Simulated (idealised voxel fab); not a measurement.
Process module in this document: voxel ribs on slabs
Cross-sectional view cut (width: 185 nm; square cell size: 5 nm).
A cross-section in this document is a grid of square cells, and it is written down as bands, the top band listed before the ones below it; a band is made up of one or more rows of cells. Look at the band entry: it leads with the top's height and the bottom's height in nm. Then it lists the materials left to right, with a width in nm for each. The word "edge to edge" on a single material says that material fills the band edge to edge. The word "empty" is empty space. Counting heights begins at 0, where everything beneath is, in the wafer as received, one material. The lowest band has no bottom; it goes on downwards, as "0..down" shows. Quick explanation for "30->40": the width changes in equal steps down the rows of cells, from the first number in the band's top row to the second number in its bottom row. The cross-section has no changed cell in any step marked "nothing altered". If an empty space has no open way to the top and is at least 8 cells in size, "Voids, enclosed" lists it, written width x height at distance, where distance is measured from the left edge and every value is in nm. Past the settings on a step's line: simulator remark, on that step. "overlay nm" answers the question of how far to the right of plan the mask lay on a step that has a mask, and when it is negative the answer is to the left.
The following list gives the planned process steps:
- 1: RECEIVE [material Si]
- 2: DIRECTIONAL_DEP [material SiO2] [thk nm 25]
- 3: DIRECTIONAL_DEP [material polySi] [thk nm 15]
- 4: PATTERN [tone cover] [mask id RIB] [material resist] [width nm 25] [thk nm 15] [overlay nm 0]
- 5: DIRECTIONAL_ETCH [etch materials polySi] [depth nm 10]
- 6: STRIP [etch materials resist]
- 7: MASKED_ETCH [tone cover] [mask id SLAB] [width nm 65] [etch materials polySi] [depth nm 5] [overlay nm 0]
- 8: FILL_DEP [material SiO2] [thk nm 20]
- 9: CMP [height nm 50]
- 10: DIRECTIONAL_DEP [material TiN] [thk nm 10]
- 11: MASKED_ETCH [tone cover] [mask id HEATER] [width nm 35] [etch materials TiN] [depth nm 10] [overlay nm 0]
- 12: CONFORMAL_DEP [material SiN] [thk nm 5]
Incoming wafer, cross-sectional view, post step 1:
	0..down | Si edge to edge
	Voids, enclosed: none
First of two wafers at the end of the module, shown in cross-section; run carried out as planned:
	65..60 | 70 of empty, then 45 of SiN, then 70 of empty
	60..55 | 70 of empty, then 5 of SiN, then 35 of TiN, then 5 of SiN, then 70 of empty
	55..50 | 75 of SiN, then 35 of TiN, then 75 of SiN
	50..40 | SiO2 edge to edge
	40..30 | 80 of SiO2, then 25 of polySi, then 80 of SiO2
	30..25 | 60 of SiO2, then 65 of polySi, then 60 of SiO2
	25..0 | SiO2 edge to edge
	0..down | Si edge to edge
	Voids, enclosed: none
Second wafer through the module, sectioned at the end: same beginning and same plan as the first wafer, with one mistake in carrying it out:
	65..60 | 70 of empty, then 45 of SiN, then 70 of empty
	60..55 | 70 of empty, then 5 of SiN, then 35 of TiN, then 5 of SiN, then 70 of empty
	55..50 | 75 of SiN, then 35 of TiN, then 75 of SiN
	50..40 | SiO2 edge to edge
	40..35 | 60 of SiO2, then 20 of polySi, then 25 of SiO2, then 20 of polySi, then 60 of SiO2
	35..30 | 80 of polySi, then 25 of SiO2, then 80 of polySi
	30..25 | polySi edge to edge
	25..0 | SiO2 edge to edge
	0..down | Si edge to edge
	Voids, enclosed: none
What went wrong in running the wafer? step 4 changed vs plan, executed as PATTERN [tone open] [mask id RIB] [material resist] [width nm 25] [thk nm 15] [overlay nm 0]
The final cell counts differ between the wafers, with the second having more or fewer of some materials than the first: 54 fewer of SiO2 | 54 more of polySi
